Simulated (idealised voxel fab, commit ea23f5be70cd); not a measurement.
Presented below is a process module, voxel wiring stack.
The cross-section shown here is cut; it is 260 nm wide and divided into square cells measuring 5 nm on a side.
This document writes a cross-section as a grid whose cells are square, and gives it as bands, listed from the top down; one or more rows of cells form a band. A band entry consists of two parts. The first gives the height of the band's top and the height of its bottom, in nm. The rest lists the band's materials from left to right, each with its width in nm. A single material labelled with the word "edge to edge" fills the band from edge to edge, and the word "empty" marks empty space. Height 0 is the level under which the wafer as received is all one material. The lowest band goes on downwards, as in "top 0, no bottom". Read "30->40" as a graded width: first number on top, second number at the bottom, same change between each pair of neighbouring rows. Where a step carries "nothing got changed", the cross-section came out of it unchanged, cell for cell. Empty spaces without an open route to the top, at least 8 cells in extent, make up the entry "Enclosed internal voids"; each is given as width x height at distance, where the distance is measured from the left edge, and all are in nm. It should be noted that, on the line of a given step, the content following the step's settings is a remark produced by the simulator itself with respect to that step. "overlay nm", when on a step's line for a step with a mask, measures how far to the right of its planned place the mask lay; a negative measure means to the left.
The steps planned for the process are as follows:
1,RECEIVE (material Si)
2,CONFORMAL_DEP (material SiO2; thk nm 10)
3,DIRECTIONAL_DEP (material TiN; thk nm 5)
4,DIRECTIONAL_DEP (material W; thk nm 25)
5,MASKED_ETCH (tone cover; mask id METAL_1; width nm 20; pitch nm 50; etch materials W; depth nm 25; overlay nm 0)
6,MASKED_ETCH (tone cover; mask id METAL_1; width nm 20; pitch nm 50; etch materials TiN; depth nm 5; overlay nm 0)
7,CONFORMAL_DEP (material SiN; thk nm 5)
8,FILL_DEP (material lowk; thk nm 10)
9,CMP (height nm 40)
10,CONFORMAL_DEP (material SiCN; thk nm 5)
11,DIRECTIONAL_DEP (material lowk; thk nm 15)
12,MASKED_ETCH (tone open; mask id PLUG_1; width nm 15; pitch nm 100; etch materials lowk; depth nm 15; overlay nm 0)
13,MASKED_ETCH (tone open; mask id PLUG_1; width nm 15; pitch nm 100; etch materials SiCN; depth nm 5; overlay nm 0)
14,CONFORMAL_DEP (material TiN; thk nm 5)
15,FILL_DEP (material Cu; thk nm 5)
16,CMP (height nm 60)
17,CONFORMAL_DEP (material SiCN; thk nm 5)
18,DIRECTIONAL_DEP (material SiO2; thk nm 25)
19,DIRECTIONAL_DEP (material aC; thk nm 15)
20,PATTERN (tone open; mask id METAL_2; material resist; width nm 20; pitch nm 50; thk nm 30; overlay nm 0)
21,DIRECTIONAL_ETCH (etch materials aC; depth nm 15)
22,STRIP (etch materials resist)
23,DIRECTIONAL_ETCH (etch materials SiO2; depth nm 25)
24,DIRECTIONAL_ETCH (etch materials SiCN; depth nm 5)
25,STRIP (etch materials aC)
26,CONFORMAL_DEP (material TiN; thk nm 5)
27,FILL_DEP (material Ru; thk nm 10)
28,CMP (height nm 90)
29,CONFORMAL_DEP (material SiCN; thk nm 5)
30,DIRECTIONAL_DEP (material SiO2; thk nm 20)
31,MASKED_ETCH (tone open; mask id PLUG_2; width nm 15; pitch nm 50; etch materials SiO2; depth nm 20; overlay nm 0)
32,MASKED_ETCH (tone open; mask id PLUG_2; width nm 15; pitch nm 50; etch materials SiCN; depth nm 5; overlay nm 0)
33,CONFORMAL_DEP (material TiN; thk nm 5)
34,FILL_DEP (material W; thk nm 5)
35,CMP (height nm 115)
36,CONFORMAL_DEP (material SiCN; thk nm 5)
37,DIRECTIONAL_DEP (material SiO2; thk nm 20)
38,PATTERN (tone open; mask id METAL_3; material resist; width nm 20; pitch nm 50; thk nm 15; overlay nm 0)
39,DIRECTIONAL_ETCH (etch materials SiO2; depth nm 20)
40,DIRECTIONAL_ETCH (etch materials SiCN; depth nm 5)
41,STRIP (etch materials resist)
42,CONFORMAL_DEP (material TiN; thk nm 5)
43,FILL_DEP (material Ru; thk nm 5)
44,CMP (height nm 140)
45,EPI (material Ru; thk nm 5)
46,FILL_DEP (material SiCN; thk nm 5)
This is the cross-section of the wafer as we received it, i.e. after step 1:
> top 0, no bottom = Si edge to edge
> Enclosed internal voids: none
Run as planned - first of the two wafers cross-sectioned at the end of the module:
> top 150, bottom 145 = SiCN edge to edge
> top 145, bottom 140 = SiCN (65) | Ru (30) | SiCN (20) | Ru (30) | SiCN (20) | Ru (30) | SiCN (65)
> top 140, bottom 120 = SiO2 (70) | TiN (5) | Ru (10) | TiN (5) | SiO2 (30) | TiN (5) | Ru (10) | TiN (5) | SiO2 (30) | TiN (5) | Ru (10) | TiN (5) | SiO2 (70)
> top 120, bottom 115 = SiCN (70) | TiN (20) | SiCN (30) | TiN (20) | SiCN (30) | TiN (20) | SiCN (70)
> top 115, bottom 95 = SiO2 (70) | TiN (5) | W (5) | TiN (5) | SiO2 (35) | TiN (5) | W (5) | TiN (5) | SiO2 (35) | TiN (5) | W (5) | TiN (5) | SiO2 (75)
> top 95, bottom 90 = SiCN (70) | TiN (15) | SiCN (35) | TiN (15) | SiCN (35) | TiN (15) | SiCN (75)
> top 90, bottom 65 = SiO2 (70) | TiN (5) | Ru (10) | TiN (5) | SiO2 (30) | TiN (5) | Ru (10) | TiN (5) | SiO2 (30) | TiN (5) | Ru (10) | TiN (5) | SiO2 (70)
> top 65, bottom 60 = SiCN (70) | TiN (20) | SiCN (30) | TiN (20) | SiCN (30) | TiN (20) | SiCN (70)
> top 60, bottom 45 = lowk (70) | TiN (5) | Cu (5) | TiN (5) | lowk (85) | TiN (5) | Cu (5) | TiN (5) | lowk (75)
> top 45, bottom 40 = SiCN (70) | TiN (15) | SiCN (85) | TiN (15) | SiCN (75)
> top 40, bottom 15 = lowk (65) | SiN (5) | W (20) | SiN (5) | lowk (20) | SiN (5) | W (20) | SiN (5) | lowk (20) | SiN (5) | W (20) | SiN (5) | lowk (65)
> top 15, bottom 10 = SiN (70) | TiN (20) | SiN (30) | TiN (20) | SiN (30) | TiN (20) | SiN (70)
> top 10, bottom 0 = SiO2 edge to edge
> top 0, no bottom = Si edge to edge
> Enclosed internal voids: none
Wafer two (of two), end-of-module cross-section: start = wafer one, plan = wafer one, one run mistake:
> top 150, bottom 145 = SiCN edge to edge
> top 145, bottom 140 = SiCN (65) | Ru (30) | SiCN (20) | Ru (30) | SiCN (20) | Ru (30) | SiCN (65)
> top 140, bottom 120 = SiO2 (70) | TiN (5) | Ru (10) | TiN (5) | SiO2 (30) | TiN (5) | Ru (10) | TiN (5) | SiO2 (30) | TiN (5) | Ru (10) | TiN (5) | SiO2 (70)
> top 120, bottom 115 = SiCN (70) | TiN (20) | SiCN (30) | TiN (20) | SiCN (30) | TiN (20) | SiCN (70)
> top 115, bottom 95 = SiO2 (70) | TiN (5) | W (5) | TiN (5) | SiO2 (35) | TiN (5) | W (5) | TiN (5) | SiO2 (35) | TiN (5) | W (5) | TiN (5) | SiO2 (75)
> top 95, bottom 90 = SiCN (70) | TiN (15) | SiCN (35) | TiN (15) | SiCN (35) | TiN (15) | SiCN (75)
> top 90, bottom 65 = SiO2 (70) | TiN (5) | Ru (10) | TiN (5) | SiO2 (30) | TiN (5) | Ru (10) | TiN (5) | SiO2 (30) | TiN (5) | Ru (10) | TiN (5) | SiO2 (70)
> top 65, bottom 60 = SiCN (70) | TiN (20) | SiCN (30) | TiN (20) | SiCN (30) | TiN (20) | SiCN (70)
> top 60, bottom 45 = lowk (70) | TiN (5) | Cu (5) | TiN (5) | lowk (85) | TiN (5) | Cu (5) | TiN (5) | lowk (75)
> top 45, bottom 40 = SiCN (70) | TiN (15) | SiCN (85) | TiN (15) | SiCN (75)
> top 40, bottom 20 = W (70) | SiN (5) | lowk (10) | SiN (5) | W (30) | SiN (5) | lowk (10) | SiN (5) | W (30) | SiN (5) | lowk (10) | SiN (5) | W (70)
> top 20, bottom 15 = W (70) | SiN (20) | W (30) | SiN (20) | W (30) | SiN (20) | W (70)
> top 15, bottom 10 = TiN edge to edge
> top 10, bottom 0 = SiO2 edge to edge
> top 0, no bottom = Si edge to edge
> Enclosed internal voids: none
What went wrong in running the wafer? step 5 deviated from plan and actually ran as MASKED_ETCH (tone open; mask id METAL_1; width nm 20; pitch nm 50; etch materials W; depth nm 25; overlay nm 0)
Count the cells at the end and the second wafer has more or fewer of some materials than the first: SiN -34 | TiN +40 | W +140 | lowk -146
